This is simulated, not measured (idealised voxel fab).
The document below concerns the process module designated voxel transistor to metal.
Section shown: cut. Width: 150 nm. Cell size: 5 nm, square.
Bands, listed from the top down, are how a cross-section gets written in this document; the cross-section itself is a grid of square cells, and a band is one or more rows of them.
Within each band entry, the heights of the top and of the bottom of the band appear first, in that order and in nm; the materials of the band then follow from left to right, each with its corresponding width in nm. The designation "all across" on a single material indicates that it fills the band from edge to edge; the designation "blank" indicates empty space.
Convention: height 0 is the level below which the wafer, as received, is all one material. The lowest band does not terminate at the bottom but continues downward, represented as "z 0 and below".
The two numbers in a width such as "30->40" mark its ends across the band: the first belongs to the top row of cells, the second to the bottom row, and from each row to the next the width moves by the same amount.
For the purposes of this document, the phrase "stayed the same" attached to a step denotes that no cell within the cross-section was modified by that step.
So "Closed voids list" is basically the list of trapped voids: any empty space of 8 cells or more that can't reach the top through an opening. They're written width x height at distance, the distance being from the left edge, and it's all nm.
Formally, on a step line, whatever follows the settings is a remark that the simulator itself makes on the step.
The line of a step may include "overlay nm". On a step with a mask, this value is how far to the right of its planned place the mask lay. A negative value means the mask lay to the left.
List of planned process steps:
1,RECEIVE [material Si]
2,OXIDIZE [depth nm 5]
3,CONFORMAL_DEP [material SiN] [thk nm 10]
4,PATTERN [tone cover] [mask id ACTIVE] [material resist] [width nm 95] [thk nm 20] [overlay nm 0]
5,DIRECTIONAL_ETCH [etch materials SiN] [depth nm 10]
6,DIRECTIONAL_ETCH [etch materials SiO2] [depth nm 5]
7,DIRECTIONAL_ETCH [etch materials Si] [depth nm 35]
8,STRIP [etch materials resist]
9,FILL_DEP [material SiO2] [thk nm 5]
10,CMP [height nm 10]
11,SELECTIVE_ETCH [etch materials SiO2] [depth nm 10]
12,STRIP [etch materials SiN]
13,SELECTIVE_ETCH [etch materials SiO2] [depth nm 5]
14,OXIDIZE [depth nm 5]
15,DIRECTIONAL_DEP [material polySi] [thk nm 30]
16,DIRECTIONAL_DEP [material SiCN] [thk nm 10]
17,MASKED_ETCH [tone cover] [mask id GATE] [width nm 25] [etch materials SiCN] [depth nm 20] [overlay nm 0]
18,MASKED_ETCH [tone cover] [mask id GATE] [width nm 25] [etch materials polySi] [depth nm 40] [overlay nm 0]
19,CONFORMAL_DEP [material SiO2] [thk nm 5]
20,DIRECTIONAL_ETCH [etch materials SiO2] [depth nm 5]
21,CONFORMAL_DEP [material SiN] [thk nm 5]
22,DIRECTIONAL_ETCH [etch materials SiN] [depth nm 5]
23,DIRECTIONAL_ETCH [etch materials SiO2] [depth nm 5]
24,DIRECTIONAL_ETCH [etch materials Si] [depth nm 5]
25,EPI [material SiGe] [thk nm 10]
26,FILL_DEP [material SiO2] [thk nm 10]
27,CMP [height nm 25]
28,STRIP [etch materials polySi]
29,SELECTIVE_ETCH [etch materials SiO2] [depth nm 5]
30,CONFORMAL_DEP [material HfO2] [thk nm 5]
31,CONFORMAL_DEP [material TiN] [thk nm 5]
32,FILL_DEP [material W] [thk nm 10]
33,CMP [height nm 20]
34,DIRECTIONAL_DEP [material SiO2] [thk nm 15]
35,MASKED_ETCH [tone open] [mask id CONTACT] [width nm 15] [pitch nm 70] [etch materials SiO2] [depth nm 40] [overlay nm 0]
36,CONFORMAL_DEP [material TiN] [thk nm 5]
37,FILL_DEP [material Ru] [thk nm 10]
38,CMP [height nm 35]
39,CONFORMAL_DEP [material SiCN] [thk nm 5]
40,DIRECTIONAL_DEP [material SiO2] [thk nm 20]
41,PATTERN [tone open] [mask id METAL_1] [material resist] [width nm 15] [pitch nm 70] [thk nm 15] [overlay nm 0]
42,DIRECTIONAL_ETCH [etch materials SiO2] [depth nm 20]
43,DIRECTIONAL_ETCH [etch materials SiCN] [depth nm 5]
44,STRIP [etch materials resist]
45,CONFORMAL_DEP [material TiN] [thk nm 5]
46,FILL_DEP [material Cu] [thk nm 10]
47,CMP [height nm 60]
48,CONFORMAL_DEP [material SiN] [thk nm 5]
Cross-section: wafer on arrival = after step 1:
* z 0 and below  Si all across
* Closed voids list: none
End-of-module cross-section of the first of two wafers, processed as planned:
* z 65 to 60  SiN all across
* z 60 to 40  SiO2 (30)  TiN (5)  Cu (5)  TiN (5)  SiO2 (55)  TiN (5)  Cu (5)  TiN (5)  SiO2 (35)
* z 40 to 35  SiCN (30)  TiN (15)  SiCN (55)  TiN (15)  SiCN (35)
* z 35 to 20  SiO2 (30)  TiN (5)  Ru (5)  TiN (5)  SiO2 (55)  TiN (5)  Ru (5)  TiN (5)  SiO2 (35)
* z 20 to 5  SiO2 (30)  TiN (5)  Ru (5)  TiN (5)  SiO2 (5)  SiN (5)  HfO2 (5)  TiN (5)  W (15)  TiN (5)  HfO2 (5)  SiN (5)  SiO2 (5)  TiN (5)  Ru (5)  TiN (5)  SiO2 (35)
* z 5 to 0  SiO2 (30)  TiN (15)  SiO2 (5)  SiN (5)  HfO2 (5)  TiN (5)  W (15)  TiN (5)  HfO2 (5)  SiN (5)  SiO2 (5)  TiN (15)  SiO2 (35)
* z 0 to -5  SiO2 (30)  TiN (10)  SiGe (10)  SiN (5)  HfO2 (5)  TiN (25)  HfO2 (5)  SiN (5)  SiGe (10)  TiN (10)  SiO2 (35)
* z -5 to -10  SiO2 (20)  SiGe (30)  SiO2 (5)  HfO2 (35)  SiO2 (5)  SiGe (30)  SiO2 (25)
* z -10 to -15  SiO2 (25)  SiGe (25)  Si (45)  SiGe (25)  SiO2 (30)
* z -15 to -40  SiO2 (25)  Si (95)  SiO2 (30)
* z -40 and below  Si all across
* Closed voids list: none
Second wafer of the two, sectioned at the end of the module. It began like the first and followed the same plan, but one mistake was made while running it:
* z 65 to 60  SiN all across
* z 60 to 40  SiO2 (30)  TiN (5)  Cu (5)  TiN (5)  SiO2 (55)  TiN (5)  Cu (5)  TiN (5)  SiO2 (35)
* z 40 to 35  SiCN (30)  TiN (15)  SiCN (55)  TiN (15)  SiCN (35)
* z 35 to 25  Ru (25)  TiN (5)  SiO2 (15)  TiN (5)  Ru (45)  TiN (5)  SiO2 (15)  TiN (5)  Ru (30)
* z 25 to 20  Ru (25)  TiN (5)  SiO2 (15)  TiN (55)  SiO2 (15)  TiN (5)  Ru (30)
* z 20 to 0  Ru (25)  TiN (5)  SiO2 (15)  TiN (5)  SiN (5)  HfO2 (5)  TiN (5)  W (15)  TiN (5)  HfO2 (5)  SiN (5)  TiN (5)  SiO2 (15)  TiN (5)  Ru (30)
* z 0 to -5  TiN (30)  SiO2 (10)  SiGe (10)  SiN (5)  HfO2 (5)  TiN (25)  HfO2 (5)  SiN (5)  SiGe (10)  SiO2 (10)  TiN (35)
* z -5 to -10  SiO2 (20)  SiGe (30)  SiO2 (5)  HfO2 (35)  SiO2 (5)  SiGe (30)  SiO2 (25)
* z -10 to -15  SiO2 (25)  SiGe (25)  Si (45)  SiGe (25)  SiO2 (30)
* z -15 to -40  SiO2 (25)  Si (95)  SiO2 (30)
* z -40 and below  Si all across
* Closed voids list: none
Finding, execution versus plan: the process deviated at step 35: the operation and settings actually run there were MASKED_ETCH [tone cover] [mask id CONTACT] [width nm 15] [pitch nm 70] [etch materials SiO2] [depth nm 40] [overlay nm 0]
The closing comparison, in cells, has the second wafer with more or fewer of some materials than the first: +83 Ru | -99 SiO2 | +16 TiN
